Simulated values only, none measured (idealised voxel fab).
The process module presented herein is designated voxel air gaps.
Square cell edge 5 nm, section width 295 nm, ID cut.
The cross-sections in this document take the form of a grid made of square cells. They are written out as bands, in order from top to bottom. Each band consists of one or more rows of cells. Band: top and bottom heights (nm) first, top before bottom; then materials from left to right, widths in nm. "edge to edge" marks a sole material filling the band edge to edge. "blank" denotes empty space. Basically, 0 is our baseline, since under it the wafer straight out of the box is all one material. The bottom band has no lower end and keeps on going down, so it looks like "0..down". When a width is written as two numbers, as in "30->40", the first number is the width in the top row of cells of the band and the second is the width in its bottom row, and the width changes by the same amount from each row to the next. Step marked "no change"? Then no cell in the cross-section changed in it. "Closed void roster" enumerates empty spaces isolated from the top, with no open way to it, that contain at least 8 cells, giving each as width x height at distance from the left edge, all three in nm. Text after the settings on a step's line: the simulator's own remark on that step. The "overlay nm" setting may appear on a step's line; for a step that uses a mask, it gives how far to the right of its planned position the mask lay, and a negative value indicates the left.

plan
1,RECEIVE (material Si)
2,CONFORMAL_DEP (material SiO2; thk nm 10)
3,CONFORMAL_DEP (material SiCN; thk nm 5)
4,DIRECTIONAL_DEP (material SiO2; thk nm 30)
5,PATTERN (tone open; mask id LINES; material resist; width nm 25; pitch nm 55; thk nm 15; overlay nm 0)
6,DIRECTIONAL_ETCH (etch materials SiO2; depth nm 30)
7,STRIP (etch materials resist)
8,CONFORMAL_DEP (material TiN; thk nm 5)
9,FILL_DEP (material Ru; thk nm 5)
10,CMP (height nm 45)
11,EPI (material Ru; thk nm 10)
12,SELECTIVE_ETCH (etch materials SiO2; depth nm 40)
13,CONFORMAL_DEP (material SiCN; thk nm 5)

Cross-sectional view of the wafer in its as-received condition, corresponding to the state after step 1
> 0..down | Si edge to edge
> Closed void roster: none

Wafer cross-section at end of module: start and plan as shown above, one execution error
> 60..55 | 35 nm blank / 220 nm SiCN / 40 nm blank
> 55..45 | 35 nm blank / 5 nm SiCN / 45 nm Ru / 10 nm SiCN / 45 nm Ru / 10 nm SiCN / 45 nm Ru / 10 nm SiCN / 45 nm Ru / 5 nm SiCN / 40 nm blank
> 45..40 | 35 nm blank / 15 nm SiCN / 5 nm TiN / 15 nm Ru / 5 nm TiN / 30 nm SiCN / 5 nm TiN / 15 nm Ru / 5 nm TiN / 30 nm SiCN / 5 nm TiN / 15 nm Ru / 5 nm TiN / 30 nm SiCN / 5 nm TiN / 15 nm Ru / 5 nm TiN / 15 nm SiCN / 40 nm blank
> 40..25 | 45 nm blank / 5 nm SiCN / 5 nm TiN / 15 nm Ru / 5 nm TiN / 5 nm SiCN / 20 nm blank / 5 nm SiCN / 5 nm TiN / 15 nm Ru / 5 nm TiN / 5 nm SiCN / 20 nm blank / 5 nm SiCN / 5 nm TiN / 15 nm Ru / 5 nm TiN / 5 nm SiCN / 20 nm blank / 5 nm SiCN / 5 nm TiN / 15 nm Ru / 5 nm TiN / 5 nm SiCN / 50 nm blank
> 25..20 | 50 nm SiCN / 25 nm TiN / 30 nm SiCN / 25 nm TiN / 30 nm SiCN / 25 nm TiN / 30 nm SiCN / 25 nm TiN / 55 nm SiCN
> 20..15 | SiCN edge to edge
> 15..0 | SiO2 edge to edge
> 0..down | Si edge to edge
> Closed void roster: 20 x 15 at 80; 20 x 15 at 135; 20 x 15 at 190
Against the plan, the run slipped here: step 2 did not happen as planned, as run it was CONFORMAL_DEP (material SiO2; thk nm 15)
